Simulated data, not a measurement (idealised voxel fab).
process module | voxel capacitor over wiring
This is section cut - it's 230 nm across, gridded in 5 nm square cells.
Just so we're on the same page, the cross-sections are grids of square cells, and they're listed out in bands top to bottom, each band one or more rows deep.
In this notation a band is specified by the heights of its top and bottom, in that order and in nm, after which its materials appear from left to right, each paired with its width in nm. The word "edge to edge" attached to a single material means that material fills the band from edge to edge; the word "blank" stands for empty space.
Heights are expressed relative to 0, this being the level below which the as-received wafer comprises one material exclusively. The lowest band is unbounded in the downward direction and is denoted as in "z 0 and below".
The width entry "30 to 40" should be interpreted row by row: the top row of cells in the band takes the first number, the bottom row takes the second number, and the change between adjacent rows is uniform throughout.
Step note "nothing different" = no cross-section cell changed.
Empty spaces counting at least 8 cells and having no open way to the top are listed in "Sealed cavities". The notation width x height at distance is used for each, the distance being from the left edge and all three values in nm.
That trailing text on a step's line, after the settings, is the simulator's own remark on the step.
A step's line can hold "overlay nm"; with a mask on that step, the setting says how far right of the planned place the mask lay, while a negative setting says it lay to the left.
List of planned process steps:
1 RECEIVE (material Si)
2 CONFORMAL_DEP (material SiO2; thk nm 10)
3 CONFORMAL_DEP (material SiN; thk nm 5)
4 DIRECTIONAL_DEP (material lowk; thk nm 15)
5 PATTERN (tone open; mask id METAL_1; material resist; width nm 20; pitch nm 80; thk nm 20; overlay nm 0)
6 DIRECTIONAL_ETCH (etch materials lowk; depth nm 15)
7 DIRECTIONAL_ETCH (etch materials SiN; depth nm 5)
8 STRIP (etch materials resist)
9 CONFORMAL_DEP (material TiN; thk nm 5)
10 FILL_DEP (material W; thk nm 10)
11 CMP (height nm 30)
12 CONFORMAL_DEP (material SiCN; thk nm 5)
13 DIRECTIONAL_DEP (material SiO2; thk nm 15)
14 MASKED_ETCH (tone open; mask id PLUG_1; width nm 15; etch materials SiO2; depth nm 15; overlay nm 0)
15 MASKED_ETCH (tone open; mask id PLUG_1; width nm 15; etch materials SiCN; depth nm 5; overlay nm 0)
16 CONFORMAL_DEP (material TiN; thk nm 5)
17 FILL_DEP (material Ru; thk nm 10)
18 CMP (height nm 50)
19 DIRECTIONAL_DEP (material TiN; thk nm 5)
20 DIRECTIONAL_DEP (material Al2O3; thk nm 5)
21 DIRECTIONAL_DEP (material TiN; thk nm 5)
22 MASKED_ETCH (tone cover; mask id UPPER_PLATE; width nm 65; etch materials TiN; depth nm 5; overlay nm 0)
23 MASKED_ETCH (tone cover; mask id UPPER_PLATE; width nm 65; etch materials Al2O3; depth nm 5; overlay nm 0)
24 PATTERN (tone cover; mask id LOWER_PLATE; material resist; width nm 75; thk nm 20; overlay nm 0)
25 DIRECTIONAL_ETCH (etch materials TiN; depth nm 5)
26 STRIP (etch materials resist)
27 FILL_DEP (material SiO2; thk nm 15)
28 CMP (height nm 75)
29 MASKED_ETCH (tone open; mask id PLUG_2; width nm 15; etch materials SiO2; depth nm 10; overlay nm 0)
30 CONFORMAL_DEP (material TiN; thk nm 5)
31 FILL_DEP (material Ru; thk nm 10)
32 CMP (height nm 75)
33 CONFORMAL_DEP (material SiN; thk nm 5)
first wafer, as planned:
Cross-section: wafer on arrival = after step 1:
> z 0 and below | Si edge to edge
> Sealed cavities: none
after step 2:
> z 10 to 0 | SiO2 edge to edge
> Rest of section, below 0: as before.
after step 3:
> z 15 to 10 | SiN edge to edge
> Rest of section, below 10: as before.
after step 4:
> z 30 to 15 | lowk edge to edge
> Rest of section, below 15: as before.
after step 5:
> z 50 to 30 | 65 of resist / 20 of blank / 60 of resist / 20 of blank / 65 of resist
> Rest of section, below 30: as before.
after step 6:
> z 50 to 30 | 65 of resist / 20 of blank / 60 of resist / 20 of blank / 65 of resist
> z 30 to 15 | 65 of lowk / 20 of blank / 60 of lowk / 20 of blank / 65 of lowk
> Rest of section, below 15: as before.
after step 7:
> z 50 to 30 | 65 of resist / 20 of blank / 60 of resist / 20 of blank / 65 of resist
> z 30 to 15 | 65 of lowk / 20 of blank / 60 of lowk / 20 of blank / 65 of lowk
> z 15 to 10 | 65 of SiN / 20 of blank / 60 of SiN / 20 of blank / 65 of SiN
> Rest of section, below 10: as before.
after step 8:
> z 30 to 15 | 65 of lowk / 20 of blank / 60 of lowk / 20 of blank / 65 of lowk
> Rest of section, below 15: as before.
after step 9:
> z 35 to 30 | 70 of TiN / 10 of blank / 70 of TiN / 10 of blank / 70 of TiN
> z 30 to 15 | 65 of lowk / 5 of TiN / 10 of blank / 5 of TiN / 60 of lowk / 5 of TiN / 10 of blank / 5 of TiN / 65 of lowk
> z 15 to 10 | 65 of SiN / 20 of TiN / 60 of SiN / 20 of TiN / 65 of SiN
> Rest of section, below 10: as before.
after step 10:
> z 45 to 35 | W edge to edge
> z 35 to 30 | 70 of TiN / 10 of W / 70 of TiN / 10 of W / 70 of TiN
> z 30 to 15 | 65 of lowk / 5 of TiN / 10 of W / 5 of TiN / 60 of lowk / 5 of TiN / 10 of W / 5 of TiN / 65 of lowk
> Rest of section, below 15: as before.
after step 11:
> z 30 to 15 | 65 of lowk / 5 of TiN / 10 of W / 5 of TiN / 60 of lowk / 5 of TiN / 10 of W / 5 of TiN / 65 of lowk
> Rest of section, below 15: as before.
after step 12:
> z 35 to 30 | SiCN edge to edge
> Rest of section, below 30: as before.
after step 13:
> z 50 to 35 | SiO2 edge to edge
> Rest of section, below 35: as before.
after step 14:
> z 50 to 35 | 70 of SiO2 / 15 of blank / 145 of SiO2
> Rest of section, below 35: as before.
after step 15:
> z 50 to 35 | 70 of SiO2 / 15 of blank / 145 of SiO2
> z 35 to 30 | 70 of SiCN / 15 of blank / 145 of SiCN
> Rest of section, below 30: as before.
after step 16:
> z 55 to 50 | 75 of TiN / 5 of blank / 150 of TiN
> z 50 to 35 | 70 of SiO2 / 5 of TiN / 5 of blank / 5 of TiN / 145 of SiO2
> z 35 to 30 | 70 of SiCN / 15 of TiN / 145 of SiCN
> Rest of section, below 30: as before.
after step 17:
> z 65 to 55 | Ru edge to edge
> z 55 to 50 | 75 of TiN / 5 of Ru / 150 of TiN
> z 50 to 35 | 70 of SiO2 / 5 of TiN / 5 of Ru / 5 of TiN / 145 of SiO2
> Rest of section, below 35: as before.
after step 18:
> z 50 to 35 | 70 of SiO2 / 5 of TiN / 5 of Ru / 5 of TiN / 145 of SiO2
> Rest of section, below 35: as before.
after step 19:
> z 55 to 50 | TiN edge to edge
> Rest of section, below 50: as before.
after step 20:
> z 60 to 55 | Al2O3 edge to edge
> Rest of section, below 55: as before.
after step 21:
> z 65 to 60 | TiN edge to edge
> Rest of section, below 60: as before.
after step 22:
> z 65 to 60 | 70 of blank / 65 of TiN / 95 of blank
> Rest of section, below 60: as before.
after step 23:
> z 65 to 60 | 70 of blank / 65 of TiN / 95 of blank
> z 60 to 55 | 70 of blank / 65 of Al2O3 / 95 of blank
> Rest of section, below 55: as before.
after step 24:
> z 85 to 65 | 65 of blank / 75 of resist / 90 of blank
> z 65 to 60 | 65 of blank / 5 of resist / 65 of TiN / 5 of resist / 90 of blank
> z 60 to 55 | 65 of blank / 5 of resist / 65 of Al2O3 / 5 of resist / 90 of blank
> Rest of section, below 55: as before.
after step 25:
> z 85 to 65 | 65 of blank / 75 of resist / 90 of blank
> z 65 to 60 | 65 of blank / 5 of resist / 65 of TiN / 5 of resist / 90 of blank
> z 60 to 55 | 65 of blank / 5 of resist / 65 of Al2O3 / 5 of resist / 90 of blank
> z 55 to 50 | 65 of blank / 75 of TiN / 90 of blank
> Rest of section, below 50: as before.
after step 26:
> z 65 to 60 | 70 of blank / 65 of TiN / 95 of blank
> z 60 to 55 | 70 of blank / 65 of Al2O3 / 95 of blank
> Rest of section, below 55: as before.
after step 27:
> z 80 to 65 | SiO2 edge to edge
> z 65 to 60 | 70 of SiO2 / 65 of TiN / 95 of SiO2
> z 60 to 55 | 70 of SiO2 / 65 of Al2O3 / 95 of SiO2
> z 55 to 50 | 65 of SiO2 / 75 of TiN / 90 of SiO2
> Rest of section, below 50: as before.
after step 28:
> z 75 to 65 | SiO2 edge to edge
> Rest of section, below 65: as before.
after step 29:
> z 75 to 65 | 80 of SiO2 / 15 of blank / 135 of SiO2
> Rest of section, below 65: as before.
after step 30:
> z 80 to 75 | 85 of TiN / 5 of blank / 140 of TiN
> z 75 to 70 | 80 of SiO2 / 5 of TiN / 5 of blank / 5 of TiN / 135 of SiO2
> z 70 to 60 | 80 to 70 of SiO2 / 15 to 65 of TiN / 135 to 95 of SiO2
> Rest of section, below 60: as before.
after step 31:
> z 90 to 80 | Ru edge to edge
> z 80 to 75 | 85 of TiN / 5 of Ru / 140 of TiN
> z 75 to 70 | 80 of SiO2 / 5 of TiN / 5 of Ru / 5 of TiN / 135 of SiO2
> Rest of section, below 70: as before.
after step 32:
> z 75 to 70 | 80 of SiO2 / 5 of TiN / 5 of Ru / 5 of TiN / 135 of SiO2
> Rest of section, below 70: as before.
after step 33:
> z 80 to 75 | SiN edge to edge
> Rest of section, below 75: as before.
Second wafer, same starting state and plan as the first, one mistake in the run, identical through step 3:
X-section, second wafer, when step 4 was due to finish:
> z 30 to 15 | Al2O3 edge to edge
> Rest of section, below 15: as before.
X-section, second wafer, when step 5 was due to finish:
> z 50 to 30 | 65 of resist / 20 of blank / 60 of resist / 20 of blank / 65 of resist
> Rest of section, below 30: as before.
X-section, second wafer, when step 6 was due to finish: nothing different
X-section, second wafer, when step 7 was due to finish: nothing different
X-section, second wafer, when step 8 was due to finish:
> z 30 to 15 | Al2O3 edge to edge
> Rest of section, below 15: as before.
X-section, second wafer, when step 9 was due to finish:
> z 35 to 30 | TiN edge to edge
> Rest of section, below 30: as before.
X-section, second wafer, when step 10 was due to finish:
> z 45 to 35 | W edge to edge
> Rest of section, below 35: as before.
X-section, second wafer, when step 11 was due to finish:
> z 30 to 15 | Al2O3 edge to edge
> Rest of section, below 15: as before.
X-section, second wafer, when step 12 was due to finish:
> z 35 to 30 | SiCN edge to edge
> Rest of section, below 30: as before.
X-section, second wafer, when step 13 was due to finish:
> z 50 to 35 | SiO2 edge to edge
> Rest of section, below 35: as before.
X-section, second wafer, when step 14 was due to finish:
> z 50 to 35 | 70 of SiO2 / 15 of blank / 145 of SiO2
> Rest of section, below 35: as before.
X-section, second wafer, when step 15 was due to finish:
> z 50 to 35 | 70 of SiO2 / 15 of blank / 145 of SiO2
> z 35 to 30 | 70 of SiCN / 15 of blank / 145 of SiCN
> Rest of section, below 30: as before.
X-section, second wafer, when step 16 was due to finish:
> z 55 to 50 | 75 of TiN / 5 of blank / 150 of TiN
> z 50 to 35 | 70 of SiO2 / 5 of TiN / 5 of blank / 5 of TiN / 145 of SiO2
> z 35 to 30 | 70 of SiCN / 15 of TiN / 145 of SiCN
> Rest of section, below 30: as before.
X-section, second wafer, when step 17 was due to finish:
> z 65 to 55 | Ru edge to edge
> z 55 to 50 | 75 of TiN / 5 of Ru / 150 of TiN
> z 50 to 35 | 70 of SiO2 / 5 of TiN / 5 of Ru / 5 of TiN / 145 of SiO2
> Rest of section, below 35: as before.
X-section, second wafer, when step 18 was due to finish:
> z 50 to 35 | 70 of SiO2 / 5 of TiN / 5 of Ru / 5 of TiN / 145 of SiO2
> Rest of section, below 35: as before.
X-section, second wafer, when step 19 was due to finish:
> z 55 to 50 | TiN edge to edge
> Rest of section, below 50: as before.
X-section, second wafer, when step 20 was due to finish:
> z 60 to 55 | Al2O3 edge to edge
> Rest of section, below 55: as before.
X-section, second wafer, when step 21 was due to finish:
> z 65 to 60 | TiN edge to edge
> Rest of section, below 60: as before.
X-section, second wafer, when step 22 was due to finish:
> z 65 to 60 | 70 of blank / 65 of TiN / 95 of blank
> Rest of section, below 60: as before.
X-section, second wafer, when step 23 was due to finish:
> z 65 to 60 | 70 of blank / 65 of TiN / 95 of blank
> z 60 to 55 | 70 of blank / 65 of Al2O3 / 95 of blank
> Rest of section, below 55: as before.
X-section, second wafer, when step 24 was due to finish:
> z 85 to 65 | 65 of blank / 75 of resist / 90 of blank
> z 65 to 60 | 65 of blank / 5 of resist / 65 of TiN / 5 of resist / 90 of blank
> z 60 to 55 | 65 of blank / 5 of resist / 65 of Al2O3 / 5 of resist / 90 of blank
> Rest of section, below 55: as before.
X-section, second wafer, when step 25 was due to finish:
> z 85 to 65 | 65 of blank / 75 of resist / 90 of blank
> z 65 to 60 | 65 of blank / 5 of resist / 65 of TiN / 5 of resist / 90 of blank
> z 60 to 55 | 65 of blank / 5 of resist / 65 of Al2O3 / 5 of resist / 90 of blank
> z 55 to 50 | 65 of blank / 75 of TiN / 90 of blank
> Rest of section, below 50: as before.
X-section, second wafer, when step 26 was due to finish:
> z 65 to 60 | 70 of blank / 65 of TiN / 95 of blank
> z 60 to 55 | 70 of blank / 65 of Al2O3 / 95 of blank
> Rest of section, below 55: as before.
X-section, second wafer, when step 27 was due to finish:
> z 80 to 65 | SiO2 edge to edge
> z 65 to 60 | 70 of SiO2 / 65 of TiN / 95 of SiO2
> z 60 to 55 | 70 of SiO2 / 65 of Al2O3 / 95 of SiO2
> z 55 to 50 | 65 of SiO2 / 75 of TiN / 90 of SiO2
> Rest of section, below 50: as before.
X-section, second wafer, when step 28 was due to finish:
> z 75 to 65 | SiO2 edge to edge
> Rest of section, below 65: as before.
X-section, second wafer, when step 29 was due to finish:
> z 75 to 65 | 80 of SiO2 / 15 of blank / 135 of SiO2
> Rest of section, below 65: as before.
X-section, second wafer, when step 30 was due to finish:
> z 80 to 75 | 85 of TiN / 5 of blank / 140 of TiN
> z 75 to 70 | 80 of SiO2 / 5 of TiN / 5 of blank / 5 of TiN / 135 of SiO2
> z 70 to 60 | 80 to 70 of SiO2 / 15 to 65 of TiN / 135 to 95 of SiO2
> Rest of section, below 60: as before.
X-section, second wafer, when step 31 was due to finish:
> z 90 to 80 | Ru edge to edge
> z 80 to 75 | 85 of TiN / 5 of Ru / 140 of TiN
> z 75 to 70 | 80 of SiO2 / 5 of TiN / 5 of Ru / 5 of TiN / 135 of SiO2
> Rest of section, below 70: as before.
X-section, second wafer, when step 32 was due to finish:
> z 75 to 70 | 80 of SiO2 / 5 of TiN / 5 of Ru / 5 of TiN / 135 of SiO2
> Rest of section, below 70: as before.
X-section, second wafer, when step 33 was due to finish:
> z 80 to 75 | SiN edge to edge
> Rest of section, below 75: as before.
In executing the process, a mistake was made relative to the plan: contrary to plan, step 4 was performed as DIRECTIONAL_DEP (material Al2O3; thk nm 15)
Looking at both finished wafers in cells, the second ends up ahead of or behind the first on some materials: Al2O3 +138, SiN +8, TiN -20, W -12, lowk -114
